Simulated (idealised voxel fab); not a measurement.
process module | voxel transistor to metal
cross-section cut | 215 nm wide | cells 5 nm
A cross-section is a grid of square cells, given in bands from the top down. A band is one or more rows of cells.
Each band's line starts with the height of the band's top and of its bottom, in nm. Then come its materials from left to right, each with its width in nm. One material with "throughout" fills the band from edge to edge. "air" is empty space.
Height 0 is the level under which the wafer as received is all one material. The lowest band goes on downwards, as in "0 down".
A width such as "30 to 40" changes by the same amount from each row of cells to the next, from the band's top row to its bottom row.
"no change" after a step means that no cell of the cross-section changed.
closed voids: empty space of 8 cells or more with no open way to the top, each as width x height at its distance from the left edge, in nm
after a step's settings: what the simulator itself notes on the step
overlay nm, on a step with a mask: how far to the right of its planned place the mask lay; to the left if negative
Each pair below shows a cross-section before one step and the cross-section after it, down to the lowest band that changed. The line under each pair gives the step between them, with its settings. The pairs can come from different runs of this module on the same starting wafer, so a pair continues from the pair above only where its "before" says so.
before
  75 to 65: air 55 | aC 20 | air 60 | aC 20 | air 60
  65 to 45: Ru throughout
  45 to 40: TiN throughout
  40 to 25: SiO2 55 | TiN 5 | W 10 | TiN 5 | SiO2 60 | TiN 5 | W 10 | TiN 5 | SiO2 60
  25 to 15: SiO2 55 | TiN 5 | W 10 | TiN 5 | SiO2 5 | SiN 5 | HfO2 5 | TiN 5 | W 20 | TiN 5 | HfO2 5 | SiN 5 | SiO2 5 | TiN 5 | W 10 | TiN 5 | SiO2 60
  15 to 10: SiO2 55 | TiN 20 | SiO2 5 | SiN 5 | HfO2 5 | TiN 5 | W 20 | TiN 5 | HfO2 5 | SiN 5 | SiO2 5 | TiN 20 | SiO2 60
  10 to 5: SiO2 80 | SiN 5 | HfO2 5 | TiN 5 | W 20 | TiN 5 | HfO2 5 | SiN 5 | SiO2 85
  5 to 0: SiO2 80 | SiN 5 | HfO2 5 | TiN 30 | HfO2 5 | SiN 5 | SiO2 85
  0 to -5: SiO2 75 | pSi 5 | SiO2 5 | HfO2 40 | SiO2 5 | pSi 5 | SiO2 80
  -5 to -10: SiO2 55 | pSi 25 | Si 50 | pSi 25 | SiO2 60
  -10 to -30: SiO2 55 | Si 100 | SiO2 60
  -30 down: Si throughout
  closed voids: none
after
  75 to 65: air 55 | aC 20 | air 60 | aC 20 | air 60
  65 to 45: air 55 | Ru 20 | air 60 | Ru 20 | air 60
  below 45: unchanged
  closed voids: none
the step between: op DIRECTIONAL_ETCH | etch materials Ru | depth nm 20
before: the cross-section after the pair above
after
  75 to 65: air 55 | aC 20 | air 60 | aC 20 | air 60
  65 to 45: air 55 | Ru 20 | air 60 | Ru 20 | air 60
  45 to 40: air 55 | TiN 20 | air 60 | TiN 20 | air 60
  below 40: unchanged
  closed voids: none
the step between: op DIRECTIONAL_ETCH | etch materials TiN | depth nm 5
before: the cross-section after the pair above
after
  65 to 45: air 55 | Ru 20 | air 60 | Ru 20 | air 60
  below 45: unchanged
  closed voids: none
the step between: op STRIP | etch materials aC
before: the cross-section after the pair above
after
  70 to 65: air 50 | SiCN 30 | air 50 | SiCN 30 | air 55
  65 to 45: air 50 | SiCN 5 | Ru 20 | SiCN 5 | air 50 | SiCN 5 | Ru 20 | SiCN 5 | air 55
  45 to 40: SiCN 55 | TiN 20 | SiCN 60 | TiN 20 | SiCN 60
  below 40: unchanged
  closed voids: none
the step between: op CONFORMAL_DEP | material SiCN | thk nm 5
before: the cross-section after the pair above
after
  80 to 70: SiO2 throughout
  70 to 65: SiO2 50 | SiCN 30 | SiO2 50 | SiCN 30 | SiO2 55
  65 to 45: SiO2 50 | SiCN 5 | Ru 20 | SiCN 5 | SiO2 50 | SiCN 5 | Ru 20 | SiCN 5 | SiO2 55
  below 45: unchanged
  closed voids: none
the step between: op FILL_DEP | material SiO2 | thk nm 10
before: the cross-section after the pair above
after
  65 to 45: SiO2 50 | SiCN 5 | Ru 20 | SiCN 5 | SiO2 50 | SiCN 5 | Ru 20 | SiCN 5 | SiO2 55
  below 45: unchanged
  closed voids: none
the step between: op CMP | height nm 65
before: the cross-section after the pair above
after
  70 to 65: SiCN throughout
  below 65: unchanged
  closed voids: none
the step between: op CONFORMAL_DEP | material SiCN | thk nm 5
before
  30 to 25: air 80 | SiN 5 | air 40 | SiN 5 | air 85
  25 to 0: SiO2 80 | SiN 5 | air 40 | SiN 5 | SiO2 85
  0 to -5: SiO2 75 | pSi 5 | SiO2 5 | air 40 | SiO2 5 | pSi 5 | SiO2 80
  -5 to -10: SiO2 55 | pSi 25 | Si 50 | pSi 25 | SiO2 60
  -10 to -30: SiO2 55 | Si 100 | SiO2 60
  -30 down: Si throughout
  closed voids: none
after
  35 to 30: air 75 | TiN 15 | air 30 | TiN 15 | air 80
  30 to 25: TiN 80 | SiN 5 | TiN 5 | air 30 | TiN 5 | SiN 5 | TiN 85
  25 to 0: SiO2 80 | SiN 5 | TiN 5 | air 30 | TiN 5 | SiN 5 | SiO2 85
  0 to -5: SiO2 75 | pSi 5 | SiO2 5 | TiN 40 | SiO2 5 | pSi 5 | SiO2 80
  below -5: unchanged
  closed voids: none
the step between: op CONFORMAL_DEP | material TiN | thk nm 5
before: the cross-section after the pair above
after
  40 to 35: air 70 | HfO2 25 | air 20 | HfO2 25 | air 75
  35 to 30: HfO2 75 | TiN 15 | HfO2 5 | air 20 | HfO2 5 | TiN 15 | HfO2 80
  30 to 25: TiN 80 | SiN 5 | TiN 5 | HfO2 5 | air 20 | HfO2 5 | TiN 5 | SiN 5 | TiN 85
  25 to 5: SiO2 80 | SiN 5 | TiN 5 | HfO2 5 | air 20 | HfO2 5 | TiN 5 | SiN 5 | SiO2 85
  5 to 0: SiO2 80 | SiN 5 | TiN 5 | HfO2 30 | TiN 5 | SiN 5 | SiO2 85
  below 0: unchanged
  closed voids: none
the step between: op CONFORMAL_DEP | material HfO2 | thk nm 5
before: the cross-section after the pair above
after
  45 to 40: W throughout
  40 to 35: W 70 | HfO2 25 | W 20 | HfO2 25 | W 75
  35 to 30: HfO2 75 | TiN 15 | HfO2 5 | W 20 | HfO2 5 | TiN 15 | HfO2 80
  30 to 25: TiN 80 | SiN 5 | TiN 5 | HfO2 5 | W 20 | HfO2 5 | TiN 5 | SiN 5 | TiN 85
  25 to 5: SiO2 80 | SiN 5 | TiN 5 | HfO2 5 | W 20 | HfO2 5 | TiN 5 | SiN 5 | SiO2 85
  below 5: unchanged
  closed voids: none
the step between: op FILL_DEP | material W | thk nm 5
before: the cross-section after the pair above
after
  25 to 5: SiO2 80 | SiN 5 | TiN 5 | HfO2 5 | W 20 | HfO2 5 | TiN 5 | SiN 5 | SiO2 85
  below 5: unchanged
  closed voids: none
the step between: op CMP | height nm 25
before: the cross-section after the pair above
after
  40 to 25: SiO2 throughout
  below 25: unchanged
  closed voids: none
the step between: op DIRECTIONAL_DEP | material SiO2 | thk nm 15
before: the cross-section after the pair above
after
  55 to 40: aC throughout
  below 40: unchanged
  closed voids: none
the step between: op DIRECTIONAL_DEP | material aC | thk nm 15
before: the cross-section after the pair above
after
  85 to 55: resist 55 | air 20 | resist 60 | air 20 | resist 60
  below 55: unchanged
  closed voids: none
the step between: op PATTERN | tone open | mask id CONTACT | material resist | width nm 20 | pitch nm 80 | thk nm 30 | overlay nm 0
before: the cross-section after the pair above
after
  70 to 55: resist 55 | air 20 | resist 60 | air 20 | resist 60
  55 to 40: aC 55 | air 20 | aC 60 | air 20 | aC 60
  below 40: unchanged
  closed voids: none
the step between: op DIRECTIONAL_ETCH | etch materials aC | depth nm 15
before: the cross-section after the pair above
after
  55 to 40: aC 55 | air 20 | aC 60 | air 20 | aC 60
  below 40: unchanged
  closed voids: none
the step between: op STRIP | etch materials resist
before: the cross-section after the pair above
after
  55 to 40: aC 55 | air 20 | aC 60 | air 20 | aC 60
  40 to 25: SiO2 55 | air 20 | SiO2 60 | air 20 | SiO2 60
  25 to 5: SiO2 55 | air 20 | SiO2 5 | SiN 5 | TiN 5 | HfO2 5 | W 20 | HfO2 5 | TiN 5 | SiN 5 | SiO2 5 | air 20 | SiO2 60
  5 to 0: SiO2 55 | air 20 | SiO2 5 | SiN 5 | TiN 5 | HfO2 30 | TiN 5 | SiN 5 | SiO2 5 | air 20 | SiO2 60
  0 to -5: SiO2 55 | air 20 | pSi 5 | SiO2 5 | TiN 40 | SiO2 5 | pSi 5 | air 20 | SiO2 60
  below -5: unchanged
  closed voids: none
the step between: op DIRECTIONAL_ETCH | etch materials SiO2 | depth nm 45
before: the cross-section after the pair above
after
  40 to 25: SiO2 55 | air 20 | SiO2 60 | air 20 | SiO2 60
  below 25: unchanged
  closed voids: none
the step between: op STRIP | etch materials aC
before: the cross-section after the pair above
after
  45 to 40: TiN 60 | air 10 | TiN 70 | air 10 | TiN 65
  40 to 25: SiO2 55 | TiN 5 | air 10 | TiN 5 | SiO2 60 | TiN 5 | air 10 | TiN 5 | SiO2 60
  25 to 5: SiO2 55 | TiN 5 | air 10 | TiN 5 | SiO2 5 | SiN 5 | TiN 5 | HfO2 5 | W 20 | HfO2 5 | TiN 5 | SiN 5 | SiO2 5 | TiN 5 | air 10 | TiN 5 | SiO2 60
  5 to 0: SiO2 55 | TiN 5 | air 10 | TiN 5 | SiO2 5 | SiN 5 | TiN 5 | HfO2 30 | TiN 5 | SiN 5 | SiO2 5 | TiN 5 | air 10 | TiN 5 | SiO2 60
  0 to -5: SiO2 55 | TiN 20 | pSi 5 | SiO2 5 | TiN 40 | SiO2 5 | pSi 5 | TiN 20 | SiO2 60
  below -5: unchanged
  closed voids: none
the step between: op CONFORMAL_DEP | material TiN | thk nm 5
before: the cross-section after the pair above
after
  55 to 45: W throughout
  45 to 40: TiN 60 | W 10 | TiN 70 | W 10 | TiN 65
  40 to 25: SiO2 55 | TiN 5 | W 10 | TiN 5 | SiO2 60 | TiN 5 | W 10 | TiN 5 | SiO2 60
  25 to 5: SiO2 55 | TiN 5 | W 10 | TiN 5 | SiO2 5 | SiN 5 | TiN 5 | HfO2 5 | W 20 | HfO2 5 | TiN 5 | SiN 5 | SiO2 5 | TiN 5 | W 10 | TiN 5 | SiO2 60
  5 to 0: SiO2 55 | TiN 5 | W 10 | TiN 5 | SiO2 5 | SiN 5 | TiN 5 | HfO2 30 | TiN 5 | SiN 5 | SiO2 5 | TiN 5 | W 10 | TiN 5 | SiO2 60
  below 0: unchanged
  closed voids: none
the step between: op FILL_DEP | material W | thk nm 10
before: the cross-section after the pair above
after
  40 to 25: SiO2 55 | TiN 5 | W 10 | TiN 5 | SiO2 60 | TiN 5 | W 10 | TiN 5 | SiO2 60
  below 25: unchanged
  closed voids: none
the step between: op CMP | height nm 40
before: the cross-section after the pair above
after
  45 to 40: TiN throughout
  below 40: unchanged
  closed voids: none
the step between: op DIRECTIONAL_DEP | material TiN | thk nm 5
before: the cross-section after the pair above
after
  65 to 45: Ru throughout
  below 45: unchanged
  closed voids: none
the step between: op DIRECTIONAL_DEP | material Ru | thk nm 20
before: the cross-section after the pair above
after
  75 to 65: aC throughout
  below 65: unchanged
  closed voids: none
the step between: op DIRECTIONAL_DEP | material aC | thk nm 10
before: the cross-section after the pair above
after
  100 to 75: air 55 | resist 20 | air 60 | resist 20 | air 60
  below 75: unchanged
  closed voids: none
the step between: op PATTERN | tone cover | mask id METAL_1 | material resist | width nm 20 | pitch nm 80 | thk nm 25 | overlay nm 0
before: the cross-section after the pair above
after
  90 to 75: air 55 | resist 20 | air 60 | resist 20 | air 60
  75 to 65: air 55 | aC 20 | air 60 | aC 20 | air 60
  below 65: unchanged
  closed voids: none
the step between: op DIRECTIONAL_ETCH | etch materials aC | depth nm 10
before: the cross-section after the pair above
after
  75 to 65: air 55 | aC 20 | air 60 | aC 20 | air 60
  below 65: unchanged
  closed voids: none
the step between: op STRIP | etch materials resist
before: the cross-section after the pair above
after
  75 to 65: air 55 | aC 20 | air 60 | aC 20 | air 60
  65 to 45: air 55 | Ru 20 | air 60 | Ru 20 | air 60
  below 45: unchanged
  closed voids: none
the step between: op DIRECTIONAL_ETCH | etch materials Ru | depth nm 20
before: the cross-section after the pair above
after
  75 to 65: air 55 | aC 20 | air 60 | aC 20 | air 60
  65 to 45: air 55 | Ru 20 | air 60 | Ru 20 | air 60
  45 to 40: air 55 | TiN 20 | air 60 | TiN 20 | air 60
  below 40: unchanged
  closed voids: none
the step between: op DIRECTIONAL_ETCH | etch materials TiN | depth nm 5
before: the cross-section after the pair above
after
  65 to 45: air 55 | Ru 20 | air 60 | Ru 20 | air 60
  below 45: unchanged
  closed voids: none
the step between: op STRIP | etch materials aC
before: the cross-section after the pair above
after
  70 to 65: air 50 | SiCN 30 | air 50 | SiCN 30 | air 55
  65 to 45: air 50 | SiCN 5 | Ru 20 | SiCN 5 | air 50 | SiCN 5 | Ru 20 | SiCN 5 | air 55
  45 to 40: SiCN 55 | TiN 20 | SiCN 60 | TiN 20 | SiCN 60
  below 40: unchanged
  closed voids: none
the step between: op CONFORMAL_DEP | material SiCN | thk nm 5
before: the cross-section after the pair above
after
  80 to 70: SiO2 throughout
  70 to 65: SiO2 50 | SiCN 30 | SiO2 50 | SiCN 30 | SiO2 55
  65 to 45: SiO2 50 | SiCN 5 | Ru 20 | SiCN 5 | SiO2 50 | SiCN 5 | Ru 20 | SiCN 5 | SiO2 55
  below 45: unchanged
  closed voids: none
the step between: op FILL_DEP | material SiO2 | thk nm 10
before: the cross-section after the pair above
after
  65 to 45: SiO2 50 | SiCN 5 | Ru 20 | SiCN 5 | SiO2 50 | SiCN 5 | Ru 20 | SiCN 5 | SiO2 55
  below 45: unchanged
  closed voids: none
the step between: op CMP | height nm 65
before: the cross-section after the pair above
after
  70 to 65: SiCN throughout
  below 65: unchanged
  closed voids: none
the step between: op CONFORMAL_DEP | material SiCN | thk nm 5
before
  0 to -30: SiO2 55 | Si 100 | SiO2 60
  -30 down: Si throughout
  closed voids: none
after
  0 to -15: SiO2 throughout
  below -15: unchanged
  closed voids: none
the step between: op OXIDIZE | depth nm 15
before: the cross-section after the pair above
after
  30 to 0: polySi throughout
  below 0: unchanged
  closed voids: none
the step between: op DIRECTIONAL_DEP | material polySi | thk nm 30
before: the cross-section after the pair above
after
  45 to 30: SiCN throughout
  below 30: unchanged
  closed voids: none
the step between: op DIRECTIONAL_DEP | material SiCN | thk nm 15
before: the cross-section after the pair above
after
  60 to 45: aC throughout
  below 45: unchanged
  closed voids: none
the step between: op DIRECTIONAL_DEP | material aC | thk nm 15
before: the cross-section after the pair above
after
  90 to 60: air 90 | resist 30 | air 95
  below 60: unchanged
  closed voids: none
the step between: op PATTERN | tone cover | mask id GATE | material resist | width nm 30 | thk nm 30 | overlay nm 0
before: the cross-section after the pair above
after
  75 to 60: air 90 | resist 30 | air 95
  60 to 45: air 90 | aC 30 | air 95
  below 45: unchanged
  closed voids: none
the step between: op DIRECTIONAL_ETCH | etch materials aC | depth nm 15
before: the cross-section after the pair above
after
  60 to 45: air 90 | aC 30 | air 95
  below 45: unchanged
  closed voids: none
the step between: op STRIP | etch materials resist
before: the cross-section after the pair above
after
  60 to 45: air 90 | aC 30 | air 95
  45 to 30: air 90 | SiCN 30 | air 95
  below 30: unchanged
  closed voids: none
the step between: op DIRECTIONAL_ETCH | etch materials SiCN | depth nm 25
before: the cross-section after the pair above
after
  60 to 45: air 90 | aC 30 | air 95
  45 to 30: air 90 | SiCN 30 | air 95
  30 to 0: air 90 | polySi 30 | air 95
  below 0: unchanged
  closed voids: none
the step between: op DIRECTIONAL_ETCH | etch materials polySi | depth nm 40
before: the cross-section after the pair above
after
  45 to 30: air 90 | SiCN 30 | air 95
  below 30: unchanged
  closed voids: none
the step between: op STRIP | etch materials aC
before: the cross-section after the pair above
after
  50 to 45: air 85 | SiO2 40 | air 90
  45 to 30: air 85 | SiO2 5 | SiCN 30 | SiO2 5 | air 90
  30 to 5: air 85 | SiO2 5 | polySi 30 | SiO2 5 | air 90
  5 to 0: SiO2 90 | polySi 30 | SiO2 95
  below 0: unchanged
  closed voids: none
the step between: op CONFORMAL_DEP | material SiO2 | thk nm 5
before: the cross-section after the pair above
after
  45 to 30: air 85 | SiO2 5 | SiCN 30 | SiO2 5 | air 90
  30 to 0: air 85 | SiO2 5 | polySi 30 | SiO2 5 | air 90
  below 0: unchanged
  closed voids: none
the step between: op DIRECTIONAL_ETCH | etch materials SiO2 | depth nm 5
before: the cross-section after the pair above
after
  50 to 45: air 80 | SiN 50 | air 85
  45 to 30: air 80 | SiN 5 | SiO2 5 | SiCN 30 | SiO2 5 | SiN 5 | air 85
  30 to 5: air 80 | SiN 5 | SiO2 5 | polySi 30 | SiO2 5 | SiN 5 | air 85
  5 to 0: SiN 85 | SiO2 5 | polySi 30 | SiO2 5 | SiN 90
  below 0: unchanged
  closed voids: none
the step between: op CONFORMAL_DEP | material SiN | thk nm 5
before: the cross-section after the pair above
after
  45 to 30: air 80 | SiN 5 | SiO2 5 | SiCN 30 | SiO2 5 | SiN 5 | air 85
  30 to 0: air 80 | SiN 5 | SiO2 5 | polySi 30 | SiO2 5 | SiN 5 | air 85
  below 0: unchanged
  closed voids: none
the step between: op DIRECTIONAL_ETCH | etch materials SiN | depth nm 5
before: the cross-section after the pair above
after
  45 to 40: air 80 | SiN 5 | air 5 | SiCN 30 | air 5 | SiN 5 | air 85
  40 to 30: air 80 | SiN 5 | SiO2 5 | SiCN 30 | SiO2 5 | SiN 5 | air 85
  30 to 0: air 80 | SiN 5 | SiO2 5 | polySi 30 | SiO2 5 | SiN 5 | air 85
  0 to -5: air 80 | SiO2 50 | air 85
  below -5: unchanged
  closed voids: none
the step between: op DIRECTIONAL_ETCH | etch materials SiO2 | depth nm 5
before: the cross-section after the pair above
after
  50 to 45: SiO2 throughout
  45 to 30: SiO2 80 | SiN 5 | SiO2 5 | SiCN 30 | SiO2 5 | SiN 5 | SiO2 85
  30 to 0: SiO2 80 | SiN 5 | SiO2 5 | polySi 30 | SiO2 5 | SiN 5 | SiO2 85
  0 to -15: SiO2 throughout
  below -15: unchanged
  closed voids: none
the step between: op FILL_DEP | material SiO2 | thk nm 5
before: the cross-section after the pair above
after
  30 to 0: SiO2 80 | SiN 5 | SiO2 5 | polySi 30 | SiO2 5 | SiN 5 | SiO2 85
  below 0: unchanged
  closed voids: none
the step between: op CMP | height nm 30
before: the cross-section after the pair above
after
  30 to 0: SiO2 80 | SiN 5 | SiO2 5 | air 30 | SiO2 5 | SiN 5 | SiO2 85
  below 0: unchanged
  closed voids: none
the step between: op STRIP | etch materials polySi
before: the cross-section after the pair above
after
  30 to 25: air 80 | SiN 5 | air 40 | SiN 5 | air 85
  25 to 0: SiO2 80 | SiN 5 | air 40 | SiN 5 | SiO2 85
  0 to -5: SiO2 85 | air 40 | SiO2 90
  below -5: unchanged
  closed voids: none
the step between: op SELECTIVE_ETCH | etch materials SiO2 | depth nm 5
before: the cross-section after the pair above
after
  35 to 30: air 75 | HfO2 15 | air 30 | HfO2 15 | air 80
  30 to 25: HfO2 80 | SiN 5 | HfO2 5 | air 30 | HfO2 5 | SiN 5 | HfO2 85
  25 to 0: SiO2 80 | SiN 5 | HfO2 5 | air 30 | HfO2 5 | SiN 5 | SiO2 85
  0 to -5: SiO2 85 | HfO2 40 | SiO2 90
  below -5: unchanged
  closed voids: none
the step between: op CONFORMAL_DEP | material HfO2 | thk nm 5
before: the cross-section after the pair above
after
  40 to 35: air 70 | TiN 25 | air 20 | TiN 25 | air 75
  35 to 30: TiN 75 | HfO2 15 | TiN 5 | air 20 | TiN 5 | HfO2 15 | TiN 80
  30 to 25: HfO2 80 | SiN 5 | HfO2 5 | TiN 5 | air 20 | TiN 5 | HfO2 5 | SiN 5 | HfO2 85
  25 to 5: SiO2 80 | SiN 5 | HfO2 5 | TiN 5 | air 20 | TiN 5 | HfO2 5 | SiN 5 | SiO2 85
  5 to 0: SiO2 80 | SiN 5 | HfO2 5 | TiN 30 | HfO2 5 | SiN 5 | SiO2 85
  below 0: unchanged
  closed voids: none
the step between: op CONFORMAL_DEP | material TiN | thk nm 5
before: the cross-section after the pair above
after
  45 to 40: W throughout
  40 to 35: W 70 | TiN 25 | W 20 | TiN 25 | W 75
  35 to 30: TiN 75 | HfO2 15 | TiN 5 | W 20 | TiN 5 | HfO2 15 | TiN 80
  30 to 25: HfO2 80 | SiN 5 | HfO2 5 | TiN 5 | W 20 | TiN 5 | HfO2 5 | SiN 5 | HfO2 85
  25 to 5: SiO2 80 | SiN 5 | HfO2 5 | TiN 5 | W 20 | TiN 5 | HfO2 5 | SiN 5 | SiO2 85
  below 5: unchanged
  closed voids: none
the step between: op FILL_DEP | material W | thk nm 5
before: the cross-section after the pair above
after
  25 to 5: SiO2 80 | SiN 5 | HfO2 5 | TiN 5 | W 20 | TiN 5 | HfO2 5 | SiN 5 | SiO2 85
  below 5: unchanged
  closed voids: none
the step between: op CMP | height nm 25
before: the cross-section after the pair above
after
  40 to 25: SiO2 throughout
  below 25: unchanged
  closed voids: none
the step between: op DIRECTIONAL_DEP | material SiO2 | thk nm 15
before: the cross-section after the pair above
after
  55 to 40: aC throughout
  below 40: unchanged
  closed voids: none
the step between: op DIRECTIONAL_DEP | material aC | thk nm 15
before: the cross-section after the pair above
after
  85 to 55: resist 55 | air 20 | resist 60 | air 20 | resist 60
  below 55: unchanged
  closed voids: none
the step between: op PATTERN | tone open | mask id CONTACT | material resist | width nm 20 | pitch nm 80 | thk nm 30 | overlay nm 0
before: the cross-section after the pair above
after
  70 to 55: resist 55 | air 20 | resist 60 | air 20 | resist 60
  55 to 40: aC 55 | air 20 | aC 60 | air 20 | aC 60
  below 40: unchanged
  closed voids: none
the step between: op DIRECTIONAL_ETCH | etch materials aC | depth nm 15
before: the cross-section after the pair above
after
  55 to 40: aC 55 | air 20 | aC 60 | air 20 | aC 60
  below 40: unchanged
  closed voids: none
the step between: op STRIP | etch materials resist
before: the cross-section after the pair above
after
  55 to 40: aC 55 | air 20 | aC 60 | air 20 | aC 60
  40 to 25: SiO2 55 | air 20 | SiO2 60 | air 20 | SiO2 60
  25 to 5: SiO2 55 | air 20 | SiO2 5 | SiN 5 | HfO2 5 | TiN 5 | W 20 | TiN 5 | HfO2 5 | SiN 5 | SiO2 5 | air 20 | SiO2 60
  5 to 0: SiO2 55 | air 20 | SiO2 5 | SiN 5 | HfO2 5 | TiN 30 | HfO2 5 | SiN 5 | SiO2 5 | air 20 | SiO2 60
  0 to -5: SiO2 55 | air 20 | SiO2 10 | HfO2 40 | SiO2 10 | air 20 | SiO2 60
  below -5: unchanged
  closed voids: none
the step between: op DIRECTIONAL_ETCH | etch materials SiO2 | depth nm 45
before: the cross-section after the pair above
after
  40 to 25: SiO2 55 | air 20 | SiO2 60 | air 20 | SiO2 60
  below 25: unchanged
  closed voids: none
the step between: op STRIP | etch materials aC
before: the cross-section after the pair above
after
  45 to 40: TiN 60 | air 10 | TiN 70 | air 10 | TiN 65
  40 to 25: SiO2 55 | TiN 5 | air 10 | TiN 5 | SiO2 60 | TiN 5 | air 10 | TiN 5 | SiO2 60
  25 to 5: SiO2 55 | TiN 5 | air 10 | TiN 5 | SiO2 5 | SiN 5 | HfO2 5 | TiN 5 | W 20 | TiN 5 | HfO2 5 | SiN 5 | SiO2 5 | TiN 5 | air 10 | TiN 5 | SiO2 60
  5 to 0: SiO2 55 | TiN 5 | air 10 | TiN 5 | SiO2 5 | SiN 5 | HfO2 5 | TiN 30 | HfO2 5 | SiN 5 | SiO2 5 | TiN 5 | air 10 | TiN 5 | SiO2 60
  0 to -5: SiO2 55 | TiN 20 | SiO2 10 | HfO2 40 | SiO2 10 | TiN 20 | SiO2 60
  below -5: unchanged
  closed voids: none
the step between: op CONFORMAL_DEP | material TiN | thk nm 5
before: the cross-section after the pair above
after
  55 to 45: W throughout
  45 to 40: TiN 60 | W 10 | TiN 70 | W 10 | TiN 65
  40 to 25: SiO2 55 | TiN 5 | W 10 | TiN 5 | SiO2 60 | TiN 5 | W 10 | TiN 5 | SiO2 60
  25 to 5: SiO2 55 | TiN 5 | W 10 | TiN 5 | SiO2 5 | SiN 5 | HfO2 5 | TiN 5 | W 20 | TiN 5 | HfO2 5 | SiN 5 | SiO2 5 | TiN 5 | W 10 | TiN 5 | SiO2 60
  5 to 0: SiO2 55 | TiN 5 | W 10 | TiN 5 | SiO2 5 | SiN 5 | HfO2 5 | TiN 30 | HfO2 5 | SiN 5 | SiO2 5 | TiN 5 | W 10 | TiN 5 | SiO2 60
  below 0: unchanged
  closed voids: none
the step between: op FILL_DEP | material W | thk nm 10
before: the cross-section after the pair above
after
  40 to 25: SiO2 55 | TiN 5 | W 10 | TiN 5 | SiO2 60 | TiN 5 | W 10 | TiN 5 | SiO2 60
  below 25: unchanged
  closed voids: none
the step between: op CMP | height nm 40
before: the cross-section after the pair above
after
  45 to 40: TiN throughout
  below 40: unchanged
  closed voids: none
the step between: op DIRECTIONAL_DEP | material TiN | thk nm 5
before: the cross-section after the pair above
after
  65 to 45: Ru throughout
  below 45: unchanged
  closed voids: none
the step between: op DIRECTIONAL_DEP | material Ru | thk nm 20
before: the cross-section after the pair above
after
  75 to 65: aC throughout
  below 65: unchanged
  closed voids: none
the step between: op DIRECTIONAL_DEP | material aC | thk nm 10
before: the cross-section after the pair above
after
  100 to 75: air 55 | resist 20 | air 60 | resist 20 | air 60
  below 75: unchanged
  closed voids: none
the step between: op PATTERN | tone cover | mask id METAL_1 | material resist | width nm 20 | pitch nm 80 | thk nm 25 | overlay nm 0
before: the cross-section after the pair above
after
  90 to 75: air 55 | resist 20 | air 60 | resist 20 | air 60
  75 to 65: air 55 | aC 20 | air 60 | aC 20 | air 60
  below 65: unchanged
  closed voids: none
the step between: op DIRECTIONAL_ETCH | etch materials aC | depth nm 10
before: the cross-section after the pair above
after
  75 to 65: air 55 | aC 20 | air 60 | aC 20 | air 60
  below 65: unchanged
  closed voids: none
the step between: op STRIP | etch materials resist
before: the cross-section after the pair above
after
  75 to 65: air 55 | aC 20 | air 60 | aC 20 | air 60
  65 to 45: air 55 | Ru 20 | air 60 | Ru 20 | air 60
  below 45: unchanged
  closed voids: none
the step between: op DIRECTIONAL_ETCH | etch materials Ru | depth nm 20
before: the cross-section after the pair above
after
  75 to 65: air 55 | aC 20 | air 60 | aC 20 | air 60
  65 to 45: air 55 | Ru 20 | air 60 | Ru 20 | air 60
  45 to 40: air 55 | TiN 20 | air 60 | TiN 20 | air 60
  below 40: unchanged
  closed voids: none
the step between: op DIRECTIONAL_ETCH | etch materials TiN | depth nm 5
before: the cross-section after the pair above
after
  65 to 45: air 55 | Ru 20 | air 60 | Ru 20 | air 60
  below 45: unchanged
  closed voids: none
the step between: op STRIP | etch materials aC
before: the cross-section after the pair above
after
  70 to 65: air 50 | SiCN 30 | air 50 | SiCN 30 | air 55
  65 to 45: air 50 | SiCN 5 | Ru 20 | SiCN 5 | air 50 | SiCN 5 | Ru 20 | SiCN 5 | air 55
  45 to 40: SiCN 55 | TiN 20 | SiCN 60 | TiN 20 | SiCN 60
  below 40: unchanged
  closed voids: none
the step between: op CONFORMAL_DEP | material SiCN | thk nm 5
before: the cross-section after the pair above
after
  80 to 70: SiO2 throughout
  70 to 65: SiO2 50 | SiCN 30 | SiO2 50 | SiCN 30 | SiO2 55
  65 to 45: SiO2 50 | SiCN 5 | Ru 20 | SiCN 5 | SiO2 50 | SiCN 5 | Ru 20 | SiCN 5 | SiO2 55
  below 45: unchanged
  closed voids: none
the step between: op FILL_DEP | material SiO2 | thk nm 10
before: the cross-section after the pair above
after
  65 to 45: SiO2 50 | SiCN 5 | Ru 20 | SiCN 5 | SiO2 50 | SiCN 5 | Ru 20 | SiCN 5 | SiO2 55
  below 45: unchanged
  closed voids: none
the step between: op CMP | height nm 65
before: the cross-section after the pair above
after
  70 to 65: SiCN throughout
  below 65: unchanged
  closed voids: none
the step between: op CONFORMAL_DEP | material SiCN | thk nm 5
before
  75 to 65: aC throughout
  65 to 45: Ru throughout
  45 to 40: TiN throughout
  40 to 25: SiO2 55 | TiN 5 | W 10 | TiN 5 | SiO2 60 | TiN 5 | W 10 | TiN 5 | SiO2 60
  25 to 5: SiO2 55 | TiN 5 | W 10 | TiN 5 | SiO2 5 | SiN 5 | HfO2 5 | TiN 5 | W 20 | TiN 5 | HfO2 5 | SiN 5 | SiO2 5 | TiN 5 | W 10 | TiN 5 | SiO2 60
  5 to 0: SiO2 55 | TiN 5 | W 10 | TiN 5 | SiO2 5 | SiN 5 | HfO2 5 | TiN 30 | HfO2 5 | SiN 5 | SiO2 5 | TiN 5 | W 10 | TiN 5 | SiO2 60
  0 to -5: SiO2 55 | TiN 20 | pSi 5 | SiO2 5 | HfO2 40 | SiO2 5 | pSi 5 | TiN 20 | SiO2 60
  -5 to -10: SiO2 55 | pSi 25 | Si 50 | pSi 25 | SiO2 60
  -10 to -30: SiO2 55 | Si 100 | SiO2 60
  -30 down: Si throughout
  closed voids: none
after
  100 to 75: air 55 | resist 25 | air 55 | resist 25 | air 55
  below 75: unchanged
  closed voids: none
the step between: op PATTERN | tone cover | mask id METAL_1 | material resist | width nm 25 | pitch nm 80 | thk nm 25 | overlay nm 0
before: the cross-section after the pair above
after
  90 to 75: air 55 | resist 25 | air 55 | resist 25 | air 55
  75 to 65: air 55 | aC 25 | air 55 | aC 25 | air 55
  below 65: unchanged
  closed voids: none
the step between: op DIRECTIONAL_ETCH | etch materials aC | depth nm 10
before: the cross-section after the pair above
after
  75 to 65: air 55 | aC 25 | air 55 | aC 25 | air 55
  below 65: unchanged
  closed voids: none
the step between: op STRIP | etch materials resist
before: the cross-section after the pair above
after
  75 to 65: air 55 | aC 25 | air 55 | aC 25 | air 55
  65 to 45: air 55 | Ru 25 | air 55 | Ru 25 | air 55
  below 45: unchanged
  closed voids: none
the step between: op DIRECTIONAL_ETCH | etch materials Ru | depth nm 20
before: the cross-section after the pair above
after
  75 to 65: air 55 | aC 25 | air 55 | aC 25 | air 55
  65 to 45: air 55 | Ru 25 | air 55 | Ru 25 | air 55
  45 to 40: air 55 | TiN 25 | air 55 | TiN 25 | air 55
  below 40: unchanged
  closed voids: none
the step between: op DIRECTIONAL_ETCH | etch materials TiN | depth nm 5
before: the cross-section after the pair above
after
  65 to 45: air 55 | Ru 25 | air 55 | Ru 25 | air 55
  below 45: unchanged
  closed voids: none
the step between: op STRIP | etch materials aC
